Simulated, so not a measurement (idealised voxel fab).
Process module heading - voxel released beams
FYI the section here is cut, 220 nm wide, cells are 5 nm squares.
A cross-section is written here as square cells arranged in a grid, and it is given in bands from the top down, each band taking up one or more rows of cells. Heads up on the band format: heights come first, top then bottom, in nm. After that it's the materials left to right, each with its width in nm. A single material flagged "everywhere" fills the whole band edge to edge, and "blank" means there's empty space there. Heights from 0 (as-received wafer is one material below). Bottom band endless downward, as "0 -> down". A width given as "30->40" starts at the first number in the band's top row and ends at the second number in its bottom row, shifting by an equal amount at every step from row to row. Step note "nothing different" = no cross-section cell changed. "Completely enclosed voids" enumerates empty spaces isolated from the top, with no open way to it, that contain at least 8 cells, giving each as width x height at distance from the left edge, all three in nm. Post-settings text on a step line: simulator's own remark regarding the step. "overlay nm" denotes, for a step that has a mask, the displacement of the mask to the right of its planned place, with negative values corresponding to the left.

# List of planned process steps
1. RECEIVE: material Si
2. CONFORMAL_DEP: material SiN, thk nm 5
3. DIRECTIONAL_DEP: material SiO2, thk nm 10
4. MASKED_ETCH: tone open, mask id ANCHOR, width nm 25, etch materials SiO2, depth nm 10, overlay nm 0
5. CONFORMAL_DEP: material polySi, thk nm 10
6. MASKED_ETCH: tone cover, mask id BEAM, width nm 95, etch materials polySi, depth nm 10, overlay nm 0
7. STRIP: etch materials SiO2

# as received, after step 1
	0 -> down | Si everywhere
	Completely enclosed voids: none

# Wafer cross-section at end of module: start and plan as shown above, one execution error
	25 -> 15 | blank=65, polySi=10, blank=5, polySi=80, blank=60
	15 -> 5 | blank=65, polySi=25, blank=130
	5 -> 0 | SiN everywhere
	0 -> down | Si everywhere
	Completely enclosed voids: none
Plan not followed: step 6 ran as: MASKED_ETCH: tone cover, mask id BEAM, width nm 95, etch materials polySi, depth nm 10, overlay nm 5
